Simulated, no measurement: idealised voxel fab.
Presented below is a process module, voxel wiring stack.
The cross-section shown here is cut; it is 280 nm wide and divided into square cells measuring 5 nm on a side.
When this document writes out a cross-section, it uses a grid of square cells and lists it as bands, beginning at the top and moving down, with a band standing for one or more rows of cells.
First you get the band's top height and its bottom height, in nm, and then the materials it's made of, left to right, with each width in nm. If you see a single material with "full width", that one covers the band edge to edge. "empty" is empty space.
It should be noted that heights are counted from 0, beneath which the wafer as supplied is of one material throughout, and that the lowest band possesses no lower boundary but continues downward, as written in "0 -> down".
You'd read "30 to 40" like this: the band's top row of cells is as wide as the first number, its bottom row is as wide as the second, and going down, every row changes width by the same amount as the row before did.
"nothing changed" for a step: no cell of the cross-section changed in that step.
The label "Enclosed empty spaces" introduces a list of the empty spaces, 8 cells or larger, that have no open way up to the top; each entry in it reads width x height at distance, where the distance is taken from the left edge and all three are stated in nm.
Read whatever lies past the settings on a step's line as the simulator's own remark about the step.
Steps that use a mask can have "overlay nm" on their line. It says how far the mask sat to the right of where it was meant to be. Negative means to the left.

**The steps planned for the process are as follows**
- 1: RECEIVE with material Si
- 2: CONFORMAL_DEP with material SiO2, thk nm 10
- 3: CONFORMAL_DEP with material SiCN, thk nm 5
- 4: DIRECTIONAL_DEP with material lowk, thk nm 25
- 5: DIRECTIONAL_DEP with material aC, thk nm 10
- 6: PATTERN with tone open, mask id METAL_1, material resist, width nm 30, pitch nm 45, thk nm 30, overlay nm 0
- 7: DIRECTIONAL_ETCH with etch materials aC, depth nm 10
- 8: STRIP with etch materials resist
- 9: DIRECTIONAL_ETCH with etch materials lowk, depth nm 25
- 10: DIRECTIONAL_ETCH with etch materials SiCN, depth nm 5
- 11: STRIP with etch materials aC
- 12: CONFORMAL_DEP with material TiN, thk nm 5
- 13: FILL_DEP with material W, thk nm 5
- 14: CMP with height nm 40
- 15: CONFORMAL_DEP with material SiCN, thk nm 5
- 16: DIRECTIONAL_DEP with material SiO2, thk nm 25
- 17: DIRECTIONAL_DEP with material aC, thk nm 15
- 18: PATTERN with tone open, mask id METAL_2_HOLES, material resist, width nm 15, thk nm 30, overlay nm 0
- 19: DIRECTIONAL_ETCH with etch materials aC, depth nm 15
- 20: STRIP with etch materials resist
- 21: DIRECTIONAL_ETCH with etch materials SiO2, depth nm 25
- 22: STRIP with etch materials aC
- 23: PATTERN with tone open, mask id METAL_2, material resist, width nm 30, pitch nm 45, thk nm 20, overlay nm 0
- 24: DIRECTIONAL_ETCH with etch materials SiO2, depth nm 15
- 25: DIRECTIONAL_ETCH with etch materials SiCN, depth nm 5
- 26: STRIP with etch materials resist
- 27: CONFORMAL_DEP with material TiN, thk nm 5
- 28: FILL_DEP with material Cu, thk nm 10
- 29: CMP with height nm 70
- 30: CONFORMAL_DEP with material SiCN, thk nm 5
- 31: DIRECTIONAL_DEP with material SiO2, thk nm 15
- 32: MASKED_ETCH with tone open, mask id PLUG_2, width nm 15, pitch nm 45, etch materials SiO2, depth nm 15, overlay nm 0
- 33: MASKED_ETCH with tone open, mask id PLUG_2, width nm 15, pitch nm 45, etch materials SiCN, depth nm 5, overlay nm 0
- 34: EPI with material Ru, thk nm 10
- 35: EPI with material Ru, thk nm 10
- 36: DIRECTIONAL_DEP with material TiN, thk nm 5
- 37: DIRECTIONAL_DEP with material W, thk nm 20
- 38: PATTERN with tone cover, mask id METAL_3, material resist, width nm 30, pitch nm 45, thk nm 15, overlay nm 0
- 39: DIRECTIONAL_ETCH with etch materials W, depth nm 20
- 40: DIRECTIONAL_ETCH with etch materials TiN, depth nm 5
- 41: STRIP with etch materials resist
- 42: CONFORMAL_DEP with material SiCN, thk nm 5
- 43: FILL_DEP with material SiO2, thk nm 5
- 44: CMP with height nm 115
- 45: CONFORMAL_DEP with material SiCN, thk nm 5
- 46: DIRECTIONAL_DEP with material SiO2, thk nm 10
- 47: DIRECTIONAL_DEP with material aC, thk nm 15
- 48: PATTERN with tone open, mask id PLUG_3, material resist, width nm 15, thk nm 35, overlay nm 0
- 49: DIRECTIONAL_ETCH with etch materials aC, depth nm 15
- 50: STRIP with etch materials resist
- 51: DIRECTIONAL_ETCH with etch materials SiO2, depth nm 10
- 52: DIRECTIONAL_ETCH with etch materials SiCN, depth nm 5
- 53: STRIP with etch materials aC
- 54: CONFORMAL_DEP with material TiN, thk nm 5
- 55: FILL_DEP with material Ru, thk nm 10
- 56: CMP with height nm 130
- 57: CONFORMAL_DEP with material SiN, thk nm 5
- 58: DIRECTIONAL_DEP with material SiO2, thk nm 25
- 59: DIRECTIONAL_DEP with material aC, thk nm 10
- 60: PATTERN with tone open, mask id METAL_4, material resist, width nm 30, pitch nm 45, thk nm 25, overlay nm 0
- 61: DIRECTIONAL_ETCH with etch materials aC, depth nm 10
- 62: STRIP with etch materials resist
- 63: DIRECTIONAL_ETCH with etch materials SiO2, depth nm 25
- 64: DIRECTIONAL_ETCH with etch materials SiN, depth nm 5
- 65: STRIP with etch materials aC
- 66: CONFORMAL_DEP with material TiN, thk nm 5
- 67: FILL_DEP with material Cu, thk nm 5
- 68: CMP with height nm 160
- 69: CONFORMAL_DEP with material SiN, thk nm 5

**First of two wafers, processed according to plan**

**Step 1 complete: cross-section of the wafer as received**
* 0 -> down  Si full width
* Enclosed empty spaces: none

**How the wafer stands in section after step 2**
* 10 -> 0  SiO2 full width
* Whatever lies below 0 is exactly as it was before.

**How the wafer stands in section after step 3**
* 15 -> 10  SiCN full width
* Whatever lies below 10 is exactly as it was before.

**How the wafer stands in section after step 4**
* 40 -> 15  lowk full width
* Whatever lies below 15 is exactly as it was before.

**How the wafer stands in section after step 5**
* 50 -> 40  aC full width
* Whatever lies below 40 is exactly as it was before.

**How the wafer stands in section after step 6**
* 80 -> 50  100 of resist / 30 of empty / 15 of resist / 30 of empty / 105 of resist
* Whatever lies below 50 is exactly as it was before.

**How the wafer stands in section after step 7**
* 70 -> 50  100 of resist / 30 of empty / 15 of resist / 30 of empty / 105 of resist
* 50 -> 40  100 of aC / 30 of empty / 15 of aC / 30 of empty / 105 of aC
* Whatever lies below 40 is exactly as it was before.

**How the wafer stands in section after step 8**
* 50 -> 40  100 of aC / 30 of empty / 15 of aC / 30 of empty / 105 of aC
* Whatever lies below 40 is exactly as it was before.

**How the wafer stands in section after step 9**
* 50 -> 40  100 of aC / 30 of empty / 15 of aC / 30 of empty / 105 of aC
* 40 -> 15  100 of lowk / 30 of empty / 15 of lowk / 30 of empty / 105 of lowk
* Whatever lies below 15 is exactly as it was before.

**How the wafer stands in section after step 10**
* 50 -> 40  100 of aC / 30 of empty / 15 of aC / 30 of empty / 105 of aC
* 40 -> 15  100 of lowk / 30 of empty / 15 of lowk / 30 of empty / 105 of lowk
* 15 -> 10  100 of SiCN / 30 of empty / 15 of SiCN / 30 of empty / 105 of SiCN
* Whatever lies below 10 is exactly as it was before.

**How the wafer stands in section after step 11**
* 40 -> 15  100 of lowk / 30 of empty / 15 of lowk / 30 of empty / 105 of lowk
* Whatever lies below 15 is exactly as it was before.

**How the wafer stands in section after step 12**
* 45 -> 40  105 of TiN / 20 of empty / 25 of TiN / 20 of empty / 110 of TiN
* 40 -> 15  100 of lowk / 5 of TiN / 20 of empty / 5 of TiN / 15 of lowk / 5 of TiN / 20 of empty / 5 of TiN / 105 of lowk
* 15 -> 10  100 of SiCN / 30 of TiN / 15 of SiCN / 30 of TiN / 105 of SiCN
* Whatever lies below 10 is exactly as it was before.

**How the wafer stands in section after step 13**
* 50 -> 45  W full width
* 45 -> 40  105 of TiN / 20 of W / 25 of TiN / 20 of W / 110 of TiN
* 40 -> 15  100 of lowk / 5 of TiN / 20 of W / 5 of TiN / 15 of lowk / 5 of TiN / 20 of W / 5 of TiN / 105 of lowk
* Whatever lies below 15 is exactly as it was before.

**How the wafer stands in section after step 14**
* 40 -> 15  100 of lowk / 5 of TiN / 20 of W / 5 of TiN / 15 of lowk / 5 of TiN / 20 of W / 5 of TiN / 105 of lowk
* Whatever lies below 15 is exactly as it was before.

**How the wafer stands in section after step 15**
* 45 -> 40  SiCN full width
* Whatever lies below 40 is exactly as it was before.

**How the wafer stands in section after step 16**
* 70 -> 45  SiO2 full width
* Whatever lies below 45 is exactly as it was before.

**How the wafer stands in section after step 17**
* 85 -> 70  aC full width
* Whatever lies below 70 is exactly as it was before.

**How the wafer stands in section after step 18**
* 115 -> 85  100 of resist / 15 of empty / 165 of resist
* Whatever lies below 85 is exactly as it was before.

**How the wafer stands in section after step 19**
* 100 -> 85  100 of resist / 15 of empty / 165 of resist
* 85 -> 70  100 of aC / 15 of empty / 165 of aC
* Whatever lies below 70 is exactly as it was before.

**How the wafer stands in section after step 20**
* 85 -> 70  100 of aC / 15 of empty / 165 of aC
* Whatever lies below 70 is exactly as it was before.

**How the wafer stands in section after step 21**
* 85 -> 70  100 of aC / 15 of empty / 165 of aC
* 70 -> 45  100 of SiO2 / 15 of empty / 165 of SiO2
* Whatever lies below 45 is exactly as it was before.

**How the wafer stands in section after step 22**
* 70 -> 45  100 of SiO2 / 15 of empty / 165 of SiO2
* Whatever lies below 45 is exactly as it was before.

**How the wafer stands in section after step 23**
* 90 -> 70  100 of resist / 30 of empty / 15 of resist / 30 of empty / 105 of resist
* Whatever lies below 70 is exactly as it was before.

**How the wafer stands in section after step 24**
* 90 -> 70  100 of resist / 30 of empty / 15 of resist / 30 of empty / 105 of resist
* 70 -> 55  100 of SiO2 / 30 of empty / 15 of SiO2 / 30 of empty / 105 of SiO2
* Whatever lies below 55 is exactly as it was before.

**How the wafer stands in section after step 25**
* 90 -> 70  100 of resist / 30 of empty / 15 of resist / 30 of empty / 105 of resist
* 70 -> 55  100 of SiO2 / 30 of empty / 15 of SiO2 / 30 of empty / 105 of SiO2
* 55 -> 45  100 of SiO2 / 15 of empty / 165 of SiO2
* 45 -> 40  100 of SiCN / 15 of empty / 165 of SiCN
* Whatever lies below 40 is exactly as it was before.

**How the wafer stands in section after step 26**
* 70 -> 55  100 of SiO2 / 30 of empty / 15 of SiO2 / 30 of empty / 105 of SiO2
* Whatever lies below 55 is exactly as it was before.

**How the wafer stands in section after step 27**
* 75 -> 70  105 of TiN / 20 of empty / 25 of TiN / 20 of empty / 110 of TiN
* 70 -> 60  100 of SiO2 / 5 of TiN / 20 of empty / 5 of TiN / 15 of SiO2 / 5 of TiN / 20 of empty / 5 of TiN / 105 of SiO2
* 60 -> 55  100 of SiO2 / 5 of TiN / 5 of empty / 20 of TiN / 15 of SiO2 / 30 of TiN / 105 of SiO2
* 55 -> 45  100 of SiO2 / 5 of TiN / 5 of empty / 5 of TiN / 165 of SiO2
* 45 -> 40  100 of SiCN / 15 of TiN / 165 of SiCN
* Whatever lies below 40 is exactly as it was before.

**How the wafer stands in section after step 28**
* 85 -> 75  Cu full width
* 75 -> 70  105 of TiN / 20 of Cu / 25 of TiN / 20 of Cu / 110 of TiN
* 70 -> 60  100 of SiO2 / 5 of TiN / 20 of Cu / 5 of TiN / 15 of SiO2 / 5 of TiN / 20 of Cu / 5 of TiN / 105 of SiO2
* 60 -> 55  100 of SiO2 / 5 of TiN / 5 of Cu / 20 of TiN / 15 of SiO2 / 30 of TiN / 105 of SiO2
* 55 -> 45  100 of SiO2 / 5 of TiN / 5 of Cu / 5 of TiN / 165 of SiO2
* Whatever lies below 45 is exactly as it was before.

**How the wafer stands in section after step 29**
* 70 -> 60  100 of SiO2 / 5 of TiN / 20 of Cu / 5 of TiN / 15 of SiO2 / 5 of TiN / 20 of Cu / 5 of TiN / 105 of SiO2
* Whatever lies below 60 is exactly as it was before.

**How the wafer stands in section after step 30**
* 75 -> 70  SiCN full width
* Whatever lies below 70 is exactly as it was before.

**How the wafer stands in section after step 31**
* 90 -> 75  SiO2 full width
* Whatever lies below 75 is exactly as it was before.

**How the wafer stands in section after step 32**
* 90 -> 75  100 of SiO2 / 15 of empty / 30 of SiO2 / 15 of empty / 120 of SiO2
* Whatever lies below 75 is exactly as it was before.

**How the wafer stands in section after step 33**
* 90 -> 75  100 of SiO2 / 15 of empty / 30 of SiO2 / 15 of empty / 120 of SiO2
* 75 -> 70  100 of SiCN / 15 of empty / 30 of SiCN / 15 of empty / 120 of SiCN
* Whatever lies below 70 is exactly as it was before.

**How the wafer stands in section after step 34**
* 90 -> 80  100 of SiO2 / 15 of empty / 30 of SiO2 / 15 of empty / 120 of SiO2
* 80 -> 75  100 of SiO2 / 15 of Ru / 30 of SiO2 / 15 of Ru / 120 of SiO2
* 75 -> 70  100 of SiCN / 15 of Ru / 30 of SiCN / 15 of Ru / 120 of SiCN
* Whatever lies below 70 is exactly as it was before.

**How the wafer stands in section after step 35**
* 90 -> 75  100 of SiO2 / 15 of Ru / 30 of SiO2 / 15 of Ru / 120 of SiO2
* Whatever lies below 75 is exactly as it was before.

**How the wafer stands in section after step 36**
* 95 -> 90  TiN full width
* Whatever lies below 90 is exactly as it was before.

**How the wafer stands in section after step 37**
* 115 -> 95  W full width
* Whatever lies below 95 is exactly as it was before.

**How the wafer stands in section after step 38**
* 130 -> 115  100 of empty / 30 of resist / 15 of empty / 30 of resist / 105 of empty
* Whatever lies below 115 is exactly as it was before.

**How the wafer stands in section after step 39**
* 130 -> 115  100 of empty / 30 of resist / 15 of empty / 30 of resist / 105 of empty
* 115 -> 95  100 of empty / 30 of W / 15 of empty / 30 of W / 105 of empty
* Whatever lies below 95 is exactly as it was before.

**How the wafer stands in section after step 40**
* 130 -> 115  100 of empty / 30 of resist / 15 of empty / 30 of resist / 105 of empty
* 115 -> 95  100 of empty / 30 of W / 15 of empty / 30 of W / 105 of empty
* 95 -> 90  100 of empty / 30 of TiN / 15 of empty / 30 of TiN / 105 of empty
* Whatever lies below 90 is exactly as it was before.

**How the wafer stands in section after step 41**
* 115 -> 95  100 of empty / 30 of W / 15 of empty / 30 of W / 105 of empty
* Whatever lies below 95 is exactly as it was before.

**How the wafer stands in section after step 42**
* 120 -> 115  95 of empty / 40 of SiCN / 5 of empty / 40 of SiCN / 100 of empty
* 115 -> 95  95 of empty / 5 of SiCN / 30 of W / 5 of SiCN / 5 of empty / 5 of SiCN / 30 of W / 5 of SiCN / 100 of empty
* 95 -> 90  100 of SiCN / 30 of TiN / 15 of SiCN / 30 of TiN / 105 of SiCN
* Whatever lies below 90 is exactly as it was before.

**How the wafer stands in section after step 43**
* 125 -> 120  SiO2 full width
* 120 -> 115  95 of SiO2 / 40 of SiCN / 5 of SiO2 / 40 of SiCN / 100 of SiO2
* 115 -> 95  95 of SiO2 / 5 of SiCN / 30 of W / 5 of SiCN / 5 of SiO2 / 5 of SiCN / 30 of W / 5 of SiCN / 100 of SiO2
* Whatever lies below 95 is exactly as it was before.

**How the wafer stands in section after step 44**
* 115 -> 95  95 of SiO2 / 5 of SiCN / 30 of W / 5 of SiCN / 5 of SiO2 / 5 of SiCN / 30 of W / 5 of SiCN / 100 of SiO2
* Whatever lies below 95 is exactly as it was before.

**How the wafer stands in section after step 45**
* 120 -> 115  SiCN full width
* Whatever lies below 115 is exactly as it was before.

**How the wafer stands in section after step 46**
* 130 -> 120  SiO2 full width
* Whatever lies below 120 is exactly as it was before.

**How the wafer stands in section after step 47**
* 145 -> 130  aC full width
* Whatever lies below 130 is exactly as it was before.

**How the wafer stands in section after step 48**
* 180 -> 145  100 of resist / 15 of empty / 165 of resist
* Whatever lies below 145 is exactly as it was before.

**How the wafer stands in section after step 49**
* 165 -> 145  100 of resist / 15 of empty / 165 of resist
* 145 -> 130  100 of aC / 15 of empty / 165 of aC
* Whatever lies below 130 is exactly as it was before.

**How the wafer stands in section after step 50**
* 145 -> 130  100 of aC / 15 of empty / 165 of aC
* Whatever lies below 130 is exactly as it was before.

**How the wafer stands in section after step 51**
* 145 -> 130  100 of aC / 15 of empty / 165 of aC
* 130 -> 120  100 of SiO2 / 15 of empty / 165 of SiO2
* Whatever lies below 120 is exactly as it was before.

**How the wafer stands in section after step 52**
* 145 -> 130  100 of aC / 15 of empty / 165 of aC
* 130 -> 120  100 of SiO2 / 15 of empty / 165 of SiO2
* 120 -> 115  100 of SiCN / 15 of empty / 165 of SiCN
* Whatever lies below 115 is exactly as it was before.

**How the wafer stands in section after step 53**
* 130 -> 120  100 of SiO2 / 15 of empty / 165 of SiO2
* Whatever lies below 120 is exactly as it was before.

**How the wafer stands in section after step 54**
* 135 -> 130  105 of TiN / 5 of empty / 170 of TiN
* 130 -> 120  100 of SiO2 / 5 of TiN / 5 of empty / 5 of TiN / 165 of SiO2
* 120 -> 115  100 of SiCN / 15 of TiN / 165 of SiCN
* Whatever lies below 115 is exactly as it was before.

**How the wafer stands in section after step 55**
* 145 -> 135  Ru full width
* 135 -> 130  105 of TiN / 5 of Ru / 170 of TiN
* 130 -> 120  100 of SiO2 / 5 of TiN / 5 of Ru / 5 of TiN / 165 of SiO2
* Whatever lies below 120 is exactly as it was before.

**How the wafer stands in section after step 56**
* 130 -> 120  100 of SiO2 / 5 of TiN / 5 of Ru / 5 of TiN / 165 of SiO2
* Whatever lies below 120 is exactly as it was before.

**How the wafer stands in section after step 57**
* 135 -> 130  SiN full width
* Whatever lies below 130 is exactly as it was before.

**How the wafer stands in section after step 58**
* 160 -> 135  SiO2 full width
* Whatever lies below 135 is exactly as it was before.

**How the wafer stands in section after step 59**
* 170 -> 160  aC full width
* Whatever lies below 160 is exactly as it was before.

**How the wafer stands in section after step 60**
* 195 -> 170  100 of resist / 30 of empty / 15 of resist / 30 of empty / 105 of resist
* Whatever lies below 170 is exactly as it was before.

**How the wafer stands in section after step 61**
* 185 -> 170  100 of resist / 30 of empty / 15 of resist / 30 of empty / 105 of resist
* 170 -> 160  100 of aC / 30 of empty / 15 of aC / 30 of empty / 105 of aC
* Whatever lies below 160 is exactly as it was before.

**How the wafer stands in section after step 62**
* 170 -> 160  100 of aC / 30 of empty / 15 of aC / 30 of empty / 105 of aC
* Whatever lies below 160 is exactly as it was before.

**How the wafer stands in section after step 63**
* 170 -> 160  100 of aC / 30 of empty / 15 of aC / 30 of empty / 105 of aC
* 160 -> 135  100 of SiO2 / 30 of empty / 15 of SiO2 / 30 of empty / 105 of SiO2
* Whatever lies below 135 is exactly as it was before.

**How the wafer stands in section after step 64**
* 170 -> 160  100 of aC / 30 of empty / 15 of aC / 30 of empty / 105 of aC
* 160 -> 135  100 of SiO2 / 30 of empty / 15 of SiO2 / 30 of empty / 105 of SiO2
* 135 -> 130  100 of SiN / 30 of empty / 15 of SiN / 30 of empty / 105 of SiN
* Whatever lies below 130 is exactly as it was before.

**How the wafer stands in section after step 65**
* 160 -> 135  100 of SiO2 / 30 of empty / 15 of SiO2 / 30 of empty / 105 of SiO2
* Whatever lies below 135 is exactly as it was before.

**How the wafer stands in section after step 66**
* 165 -> 160  105 of TiN / 20 of empty / 25 of TiN / 20 of empty / 110 of TiN
* 160 -> 135  100 of SiO2 / 5 of TiN / 20 of empty / 5 of TiN / 15 of SiO2 / 5 of TiN / 20 of empty / 5 of TiN / 105 of SiO2
* 135 -> 130  100 of SiN / 30 of TiN / 15 of SiN / 30 of TiN / 105 of SiN
* Whatever lies below 130 is exactly as it was before.

**How the wafer stands in section after step 67**
* 170 -> 165  Cu full width
* 165 -> 160  105 of TiN / 20 of Cu / 25 of TiN / 20 of Cu / 110 of TiN
* 160 -> 135  100 of SiO2 / 5 of TiN / 20 of Cu / 5 of TiN / 15 of SiO2 / 5 of TiN / 20 of Cu / 5 of TiN / 105 of SiO2
* Whatever lies below 135 is exactly as it was before.

**How the wafer stands in section after step 68**
* 160 -> 135  100 of SiO2 / 5 of TiN / 20 of Cu / 5 of TiN / 15 of SiO2 / 5 of TiN / 20 of Cu / 5 of TiN / 105 of SiO2
* Whatever lies below 135 is exactly as it was before.

**How the wafer stands in section after step 69**
* 165 -> 160  SiN full width
* Whatever lies below 160 is exactly as it was before.

**The second wafer: identical to the first at the outset and in its planned sequence, differing only in that one mistake was made during processing; up to and including step 28, its path is the first wafer's path**

The second wafer cut through, at the time step 29 was supposed to be finished: nothing changed

**The second wafer cut through, at the time step 30 was supposed to be finished**
* 90 -> 85  SiCN full width
* Whatever lies below 85 is exactly as it was before.

**The second wafer cut through, at the time step 31 was supposed to be finished**
* 105 -> 90  SiO2 full width
* Whatever lies below 90 is exactly as it was before.

**The second wafer cut through, at the time step 32 was supposed to be finished**
* 105 -> 90  100 of SiO2 / 15 of empty / 30 of SiO2 / 15 of empty / 120 of SiO2
* Whatever lies below 90 is exactly as it was before.

**The second wafer cut through, at the time step 33 was supposed to be finished**
* 105 -> 90  100 of SiO2 / 15 of empty / 30 of SiO2 / 15 of empty / 120 of SiO2
* 90 -> 85  100 of SiCN / 15 of empty / 30 of SiCN / 15 of empty / 120 of SiCN
* Whatever lies below 85 is exactly as it was before.

**The second wafer cut through, at the time step 34 was supposed to be finished**
* 105 -> 95  100 of SiO2 / 15 of empty / 30 of SiO2 / 15 of empty / 120 of SiO2
* 95 -> 90  100 of SiO2 / 15 of Ru / 30 of SiO2 / 15 of Ru / 120 of SiO2
* 90 -> 85  100 of SiCN / 15 of Ru / 30 of SiCN / 15 of Ru / 120 of SiCN
* Whatever lies below 85 is exactly as it was before.

**The second wafer cut through, at the time step 35 was supposed to be finished**
* 105 -> 90  100 of SiO2 / 15 of Ru / 30 of SiO2 / 15 of Ru / 120 of SiO2
* Whatever lies below 90 is exactly as it was before.

**The second wafer cut through, at the time step 36 was supposed to be finished**
* 110 -> 105  TiN full width
* Whatever lies below 105 is exactly as it was before.

**The second wafer cut through, at the time step 37 was supposed to be finished**
* 130 -> 110  W full width
* Whatever lies below 110 is exactly as it was before.

**The second wafer cut through, at the time step 38 was supposed to be finished**
* 145 -> 130  100 of empty / 30 of resist / 15 of empty / 30 of resist / 105 of empty
* Whatever lies below 130 is exactly as it was before.

**The second wafer cut through, at the time step 39 was supposed to be finished**
* 145 -> 130  100 of empty / 30 of resist / 15 of empty / 30 of resist / 105 of empty
* 130 -> 110  100 of empty / 30 of W / 15 of empty / 30 of W / 105 of empty
* Whatever lies below 110 is exactly as it was before.

**The second wafer cut through, at the time step 40 was supposed to be finished**
* 145 -> 130  100 of empty / 30 of resist / 15 of empty / 30 of resist / 105 of empty
* 130 -> 110  100 of empty / 30 of W / 15 of empty / 30 of W / 105 of empty
* 110 -> 105  100 of empty / 30 of TiN / 15 of empty / 30 of TiN / 105 of empty
* Whatever lies below 105 is exactly as it was before.

**The second wafer cut through, at the time step 41 was supposed to be finished**
* 130 -> 110  100 of empty / 30 of W / 15 of empty / 30 of W / 105 of empty
* Whatever lies below 110 is exactly as it was before.

**The second wafer cut through, at the time step 42 was supposed to be finished**
* 135 -> 130  95 of empty / 40 of SiCN / 5 of empty / 40 of SiCN / 100 of empty
* 130 -> 110  95 of empty / 5 of SiCN / 30 of W / 5 of SiCN / 5 of empty / 5 of SiCN / 30 of W / 5 of SiCN / 100 of empty
* 110 -> 105  100 of SiCN / 30 of TiN / 15 of SiCN / 30 of TiN / 105 of SiCN
* Whatever lies below 105 is exactly as it was before.

**The second wafer cut through, at the time step 43 was supposed to be finished**
* 140 -> 135  SiO2 full width
* 135 -> 130  95 of SiO2 / 40 of SiCN / 5 of SiO2 / 40 of SiCN / 100 of SiO2
* 130 -> 110  95 of SiO2 / 5 of SiCN / 30 of W / 5 of SiCN / 5 of SiO2 / 5 of SiCN / 30 of W / 5 of SiCN / 100 of SiO2
* Whatever lies below 110 is exactly as it was before.

**The second wafer cut through, at the time step 44 was supposed to be finished**
* 115 -> 110  95 of SiO2 / 5 of SiCN / 30 of W / 5 of SiCN / 5 of SiO2 / 5 of SiCN / 30 of W / 5 of SiCN / 100 of SiO2
* Whatever lies below 110 is exactly as it was before.

**The second wafer cut through, at the time step 45 was supposed to be finished**
* 120 -> 115  SiCN full width
* Whatever lies below 115 is exactly as it was before.

**The second wafer cut through, at the time step 46 was supposed to be finished**
* 130 -> 120  SiO2 full width
* Whatever lies below 120 is exactly as it was before.

**The second wafer cut through, at the time step 47 was supposed to be finished**
* 145 -> 130  aC full width
* Whatever lies below 130 is exactly as it was before.

**The second wafer cut through, at the time step 48 was supposed to be finished**
* 180 -> 145  100 of resist / 15 of empty / 165 of resist
* Whatever lies below 145 is exactly as it was before.

**The second wafer cut through, at the time step 49 was supposed to be finished**
* 165 -> 145  100 of resist / 15 of empty / 165 of resist
* 145 -> 130  100 of aC / 15 of empty / 165 of aC
* Whatever lies below 130 is exactly as it was before.

**The second wafer cut through, at the time step 50 was supposed to be finished**
* 145 -> 130  100 of aC / 15 of empty / 165 of aC
* Whatever lies below 130 is exactly as it was before.

**The second wafer cut through, at the time step 51 was supposed to be finished**
* 145 -> 130  100 of aC / 15 of empty / 165 of aC
* 130 -> 120  100 of SiO2 / 15 of empty / 165 of SiO2
* Whatever lies below 120 is exactly as it was before.

**The second wafer cut through, at the time step 52 was supposed to be finished**
* 145 -> 130  100 of aC / 15 of empty / 165 of aC
* 130 -> 120  100 of SiO2 / 15 of empty / 165 of SiO2
* 120 -> 115  100 of SiCN / 15 of empty / 165 of SiCN
* Whatever lies below 115 is exactly as it was before.

**The second wafer cut through, at the time step 53 was supposed to be finished**
* 130 -> 120  100 of SiO2 / 15 of empty / 165 of SiO2
* Whatever lies below 120 is exactly as it was before.

**The second wafer cut through, at the time step 54 was supposed to be finished**
* 135 -> 130  105 of TiN / 5 of empty / 170 of TiN
* 130 -> 120  100 of SiO2 / 5 of TiN / 5 of empty / 5 of TiN / 165 of SiO2
* 120 -> 115  100 of SiCN / 15 of TiN / 165 of SiCN
* Whatever lies below 115 is exactly as it was before.

**The second wafer cut through, at the time step 55 was supposed to be finished**
* 145 -> 135  Ru full width
* 135 -> 130  105 of TiN / 5 of Ru / 170 of TiN
* 130 -> 120  100 of SiO2 / 5 of TiN / 5 of Ru / 5 of TiN / 165 of SiO2
* Whatever lies below 120 is exactly as it was before.

**The second wafer cut through, at the time step 56 was supposed to be finished**
* 130 -> 120  100 of SiO2 / 5 of TiN / 5 of Ru / 5 of TiN / 165 of SiO2
* Whatever lies below 120 is exactly as it was before.

**The second wafer cut through, at the time step 57 was supposed to be finished**
* 135 -> 130  SiN full width
* Whatever lies below 130 is exactly as it was before.

**The second wafer cut through, at the time step 58 was supposed to be finished**
* 160 -> 135  SiO2 full width
* Whatever lies below 135 is exactly as it was before.

**The second wafer cut through, at the time step 59 was supposed to be finished**
* 170 -> 160  aC full width
* Whatever lies below 160 is exactly as it was before.

**The second wafer cut through, at the time step 60 was supposed to be finished**
* 195 -> 170  100 of resist / 30 of empty / 15 of resist / 30 of empty / 105 of resist
* Whatever lies below 170 is exactly as it was before.

**The second wafer cut through, at the time step 61 was supposed to be finished**
* 185 -> 170  100 of resist / 30 of empty / 15 of resist / 30 of empty / 105 of resist
* 170 -> 160  100 of aC / 30 of empty / 15 of aC / 30 of empty / 105 of aC
* Whatever lies below 160 is exactly as it was before.

**The second wafer cut through, at the time step 62 was supposed to be finished**
* 170 -> 160  100 of aC / 30 of empty / 15 of aC / 30 of empty / 105 of aC
* Whatever lies below 160 is exactly as it was before.

**The second wafer cut through, at the time step 63 was supposed to be finished**
* 170 -> 160  100 of aC / 30 of empty / 15 of aC / 30 of empty / 105 of aC
* 160 -> 135  100 of SiO2 / 30 of empty / 15 of SiO2 / 30 of empty / 105 of SiO2
* Whatever lies below 135 is exactly as it was before.

**The second wafer cut through, at the time step 64 was supposed to be finished**
* 170 -> 160  100 of aC / 30 of empty / 15 of aC / 30 of empty / 105 of aC
* 160 -> 135  100 of SiO2 / 30 of empty / 15 of SiO2 / 30 of empty / 105 of SiO2
* 135 -> 130  100 of SiN / 30 of empty / 15 of SiN / 30 of empty / 105 of SiN
* Whatever lies below 130 is exactly as it was before.

**The second wafer cut through, at the time step 65 was supposed to be finished**
* 160 -> 135  100 of SiO2 / 30 of empty / 15 of SiO2 / 30 of empty / 105 of SiO2
* Whatever lies below 135 is exactly as it was before.

**The second wafer cut through, at the time step 66 was supposed to be finished**
* 165 -> 160  105 of TiN / 20 of empty / 25 of TiN / 20 of empty / 110 of TiN
* 160 -> 135  100 of SiO2 / 5 of TiN / 20 of empty / 5 of TiN / 15 of SiO2 / 5 of TiN / 20 of empty / 5 of TiN / 105 of SiO2
* 135 -> 130  100 of SiN / 30 of TiN / 15 of SiN / 30 of TiN / 105 of SiN
* Whatever lies below 130 is exactly as it was before.

**The second wafer cut through, at the time step 67 was supposed to be finished**
* 170 -> 165  Cu full width
* 165 -> 160  105 of TiN / 20 of Cu / 25 of TiN / 20 of Cu / 110 of TiN
* 160 -> 135  100 of SiO2 / 5 of TiN / 20 of Cu / 5 of TiN / 15 of SiO2 / 5 of TiN / 20 of Cu / 5 of TiN / 105 of SiO2
* Whatever lies below 135 is exactly as it was before.

**The second wafer cut through, at the time step 68 was supposed to be finished**
* 160 -> 135  100 of SiO2 / 5 of TiN / 20 of Cu / 5 of TiN / 15 of SiO2 / 5 of TiN / 20 of Cu / 5 of TiN / 105 of SiO2
* Whatever lies below 135 is exactly as it was before.

**The second wafer cut through, at the time step 69 was supposed to be finished**
* 165 -> 160  SiN full width
* Whatever lies below 160 is exactly as it was before.
what went wrong: step 29 from the plan never happened, it was just skipped
Upon completion, the second wafer contains, in terms of cells, a greater or smaller amount of certain materials than the first wafer: 120 more of Cu; 12 fewer of SiCN; 120 fewer of SiO2; 48 more of TiN; 36 fewer of W
